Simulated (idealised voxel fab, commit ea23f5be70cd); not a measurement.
process module | voxel quadruple lines
cross-section cut | 265 nm wide | cells 5 nm
A cross-section is a grid of square cells, given in bands from the top down. A band is one or more rows of cells.
Each band's line starts with the height of the band's top and of its bottom, in nm. Then come its materials from left to right, each with its width in nm. One material with "throughout" fills the band from edge to edge. "air" is empty space.
Height 0 is the level under which the wafer as received is all one material. The lowest band goes on downwards, as in "0 down".
A width such as "30 to 40" changes by the same amount from each row of cells to the next, from the band's top row to its bottom row.
"no change" after a step means that no cell of the cross-section changed.
closed voids: empty space of 8 cells or more with no open way to the top, each as width x height at its distance from the left edge, in nm
after a step's settings: what the simulator itself notes on the step
overlay nm, on a step with a mask: how far to the right of its planned place the mask lay; to the left if negative
plan
1 op RECEIVE | material Si
2 op CONFORMAL_DEP | material SiO2 | thk nm 5
3 op DIRECTIONAL_DEP | material W | thk nm 10
4 op DIRECTIONAL_DEP | material polySi | thk nm 20
5 op DIRECTIONAL_DEP | material aC | thk nm 20
6 op PATTERN | tone cover | mask id MANDREL | material resist | width nm 25 | pitch nm 80 | thk nm 25 | overlay nm 0
7 op DIRECTIONAL_ETCH | etch materials aC | depth nm 20
8 op STRIP | etch materials resist
9 op CONFORMAL_DEP | material SiO2 | thk nm 15
10 op DIRECTIONAL_ETCH | etch materials SiO2 | depth nm 15
11 op STRIP | etch materials aC
12 op DIRECTIONAL_ETCH | etch materials polySi | depth nm 20
13 op STRIP | etch materials SiO2
14 op CONFORMAL_DEP | material SiN | thk nm 5
15 op DIRECTIONAL_ETCH | etch materials SiN | depth nm 5
16 op STRIP | etch materials polySi
17 op DIRECTIONAL_ETCH | etch materials W | depth nm 10
18 op STRIP | etch materials SiN
19 op FILL_DEP | material lowk | thk nm 10
20 op CMP | height nm 15
as received, after step 1
  0 down: Si throughout
  closed voids: none
first wafer at the end, as planned
  15 to 5: lowk 60 | W 5 | lowk 15 | W 5 | lowk 15 | W 5 | lowk 15 | W 5 | lowk 15 | W 5 | lowk 15 | W 5 | lowk 15 | W 5 | lowk 15 | W 5 | lowk 60
  5 to 0: SiO2 throughout
  0 down: Si throughout
  closed voids: none
second wafer at the end: like start, like plan, one mistake
  15 to 5: polySi throughout
  5 to 0: SiO2 throughout
  0 down: Si throughout
  closed voids: none
what went wrong: steps 3 and 4 were swapped
at the end the second wafer has, in cells: 16 fewer of W | 90 fewer of lowk | 106 more of polySi
